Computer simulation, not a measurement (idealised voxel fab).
A process module follows: voxel trench capacitor.
Pictured: cross-section cut, 260 nm wide, on a grid of 5 nm square cells.
For the purposes of this document, a cross-section shall be understood as a grid of square cells, specified as bands listed in top-to-bottom order, each band consisting of one or more rows of cells.
The entry gives the band's vertical extent as a top height and a bottom height in nm, then its horizontal make-up as materials from left to right, each with a width in nm. "blank" stands for empty space; a single material marked "throughout" fills the band edge to edge.
Beneath 0, the wafer as received is one material, and that level is where height counting begins. The lowest band goes on downward without a bottom; it is written like "0 and below".
Note: "30..40" means the width goes from the first number (top row of the band) to the second number (bottom row) in equal steps per row of cells.
"no change", as given for a step, is the statement that not any cell of the cross-section underwent a change during that step.
Empty spaces without an open route to the top, at least 8 cells in extent, make up the entry "Fully enclosed voids"; each is given as width x height at distance, where the distance is measured from the left edge, and all are in nm.
On each step's line, the part that comes after the settings is the simulator's own comment on the step.
If you see "overlay nm" on a step's line and that step has a mask, it's telling you how far right of where it was planned the mask ended up; a negative number means it went left instead.
# The planned process steps are enumerated hereunder
| 1 | RECEIVE: material Si |
| 2 | CONFORMAL_DEP: material SiN, thk nm 5 |
| 3 | MASKED_ETCH: tone open, mask id TRENCH, width nm 15, pitch nm 40, etch materials SiN, depth nm 5, overlay nm 0 |
| 4 | MASKED_ETCH: tone open, mask id TRENCH, width nm 15, pitch nm 40, etch materials Si, depth nm 40, overlay nm 0 |
| 5 | CONFORMAL_DEP: material Al2O3, thk nm 5 |
| 6 | FILL_DEP: material polySi, thk nm 5 |
| 7 | CMP: height nm 5 |
# Cross-section of the wafer as it came to us, i.e., already through step 1
	0 and below  Si throughout
	Fully enclosed voids: none
# Starting wafer: above. Plan: above. Run: one mistake. Cross-section after the module: below
	5 down to 0  Al2O3: 100 / SiN: 15 / Al2O3: 25 / SiN: 15 / Al2O3: 105
	0 and below  Si throughout
	Fully enclosed voids: none
The plan and the run diverged here: step 3 was processed under conditions differing from the plan, specifically as MASKED_ETCH: tone cover, mask id TRENCH, width nm 15, pitch nm 40, etch materials SiN, depth nm 5, overlay nm 0
